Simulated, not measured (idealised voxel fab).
The process module presented herein is designated voxel gate over fins.
Section shown: cut. Width: 255 nm. Cell size: 5 nm, square.
The cross-sections in this document take the form of a grid made of square cells. They are written out as bands, in order from top to bottom. Each band consists of one or more rows of cells. Per band: top height and bottom height in nm, followed by the left-to-right materials and their widths in nm; "all across" marks a single material spanning edge to edge, "blank" marks empty space. The level at which height equals 0 is the one under which the wafer, as it arrives, is entirely one material. No lower edge exists for the bottom band, which continues downward and is notated as in "z 0 and below". When a width is written as two numbers, as in "30->40", the first number is the width in the top row of cells of the band and the second is the width in its bottom row, and the width changes by the same amount from each row to the next. Given "remained unchanged" for a step, no cell of the cross-section differs between before and after that step. The entry "closed voids" lists the empty spaces that cover at least 8 cells and have no open path to the top. Each is written as width x height at distance, where the distance is measured from the left edge and all three values are in nm. The remark found on a step's line after its settings is issued by the simulator itself and pertains to that step. Among the settings permitted on a step's line is "overlay nm"; applied to a step with a mask, it specifies the extent to which the mask lay to the right of its planned position, whereas a negative figure signifies a position to the left.
**List of planned process steps**
1) RECEIVE with material Si
2) CONFORMAL_DEP with material SiN, thk nm 5
3) PATTERN with tone cover, mask id FINS, material resist, width nm 15, pitch nm 35, thk nm 20, overlay nm 0
4) DIRECTIONAL_ETCH with etch materials SiN, depth nm 5
5) DIRECTIONAL_ETCH with etch materials Si, depth nm 40
6) STRIP with etch materials resist
7) OXIDIZE with depth nm 5
8) FILL_DEP with material SiO2, thk nm 10
9) CMP with height nm 5
10) SELECTIVE_ETCH with etch materials SiO2, depth nm 15
11) STRIP with etch materials SiN
12) CONFORMAL_DEP with material HfO2, thk nm 5
13) CONFORMAL_DEP with material TiN, thk nm 5
14) CONFORMAL_DEP with material TiAl, thk nm 5
15) CONFORMAL_DEP with material TiN, thk nm 5
16) FILL_DEP with material W, thk nm 15
17) CMP with height nm 30
18) CONFORMAL_DEP with material SiCN, thk nm 10
**Wafer cross-section on receipt, i.e. after step 1**
  z 0 and below: Si all across
  closed voids: none
**Cross-sectional result after module completion. Note: starting condition and plan are unchanged from above; one processing mistake was made**
  z 40 to 30: SiCN all across
  z 30 to 15: W all across
  z 15 to 5: 55 W  140 TiN  60 W
  z 5 to 0: 65 TiN  15 HfO2  20 TiN  15 HfO2  20 TiN  15 HfO2  20 TiN  15 HfO2  70 TiN
  z 0 to -5: 65 TiN  5 HfO2  5 Si  5 HfO2  20 TiN  5 HfO2  5 Si  5 HfO2  20 TiN  5 HfO2  5 Si  5 HfO2  20 TiN  5 HfO2  5 Si  5 HfO2  70 TiN
  z -5 to -10: 70 HfO2  5 Si  30 HfO2  5 Si  30 HfO2  5 Si  30 HfO2  5 Si  75 HfO2
  z -10 to -45: 70 SiO2  5 Si  30 SiO2  5 Si  30 SiO2  5 Si  30 SiO2  5 Si  75 SiO2
  z -45 and below: Si all across
  closed voids: none
What was done differently from what was planned? step 14 of the plan was bypassed and not carried out
